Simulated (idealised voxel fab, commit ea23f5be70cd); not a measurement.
The document below concerns the process module designated voxel fin reveal.
It is cross-section cut that appears here, measuring 280 nm in width, its square cells being 5 nm in size.
How to read a cross-section here: the picture is a grid of square cells, written as bands going from the top down, and any band can span one or more rows of cells. What a band's entry tells you: where the top is and where the bottom is, as heights in nm, and after that what lies inside, material by material from left to right, each with its width in nm. Empty space is written as the word "air", and a single material marked with the word "full width" occupies the band from edge to edge. All heights in this document are referenced to 0, defined as the level beneath which the wafer, as received, consists entirely of one material. The lowest band is not bounded below; it extends indefinitely downward and is written in the form "top 0, no bottom". Width: "30..40" (first number = top row, second number = bottom row, same change from row to row of cells). Take "stayed the same" at face value: in the step it is given for, the cross-section changed in none of its cells. "Fully sealed cavities" contains a list of empty spaces, each no smaller than 8 cells and without an open way to the top, written in the form width x height at distance with the distance from the left edge and all three in nm. Post-settings text on a step line: simulator's own remark regarding the step. Each step line may optionally specify "overlay nm", which for a step with a mask gives the rightward distance between the mask's planned place and where it lay, a negative value indicating the leftward direction.

PROCESS STEPS (PLANNED)
1,RECEIVE: material Si
2,CONFORMAL_DEP: material SiN, thk nm 10
3,MASKED_ETCH: tone cover, mask id FINS, width nm 15, pitch nm 40, etch materials SiN, depth nm 10, overlay nm 0
4,MASKED_ETCH: tone cover, mask id FINS, width nm 15, pitch nm 40, etch materials Si, depth nm 40, overlay nm 0
5,FILL_DEP: material SiO2, thk nm 5
6,CMP: height nm 10
7,SELECTIVE_ETCH: etch materials SiO2, depth nm 40
8,STRIP: etch materials SiN

THIS IS THE CROSS-SECTION OF THE WAFER AS WE RECEIVED IT, I.E. AFTER STEP 1
	top 0, no bottom: Si full width
	Fully sealed cavities: none

ONE MISTAKE IN RUNNING THE MODULE, OTHERWISE START AND PLAN AS ABOVE: CROSS-SECTION AT THE END
	top 0, bottom -30: 70 air  15 Si  25 air  15 Si  25 air  15 Si  25 air  15 Si  75 air
	top -30, bottom -35: 70 SiO2  15 Si  25 SiO2  15 Si  25 SiO2  15 Si  25 SiO2  15 Si  75 SiO2
	top -35, no bottom: Si full width
	Fully sealed cavities: none
Here's what went sideways: so step 4 ended up running with a different setting than we planned, it ran as MASKED_ETCH: tone cover, mask id FINS, width nm 15, pitch nm 40, etch materials Si, depth nm 35, overlay nm 0
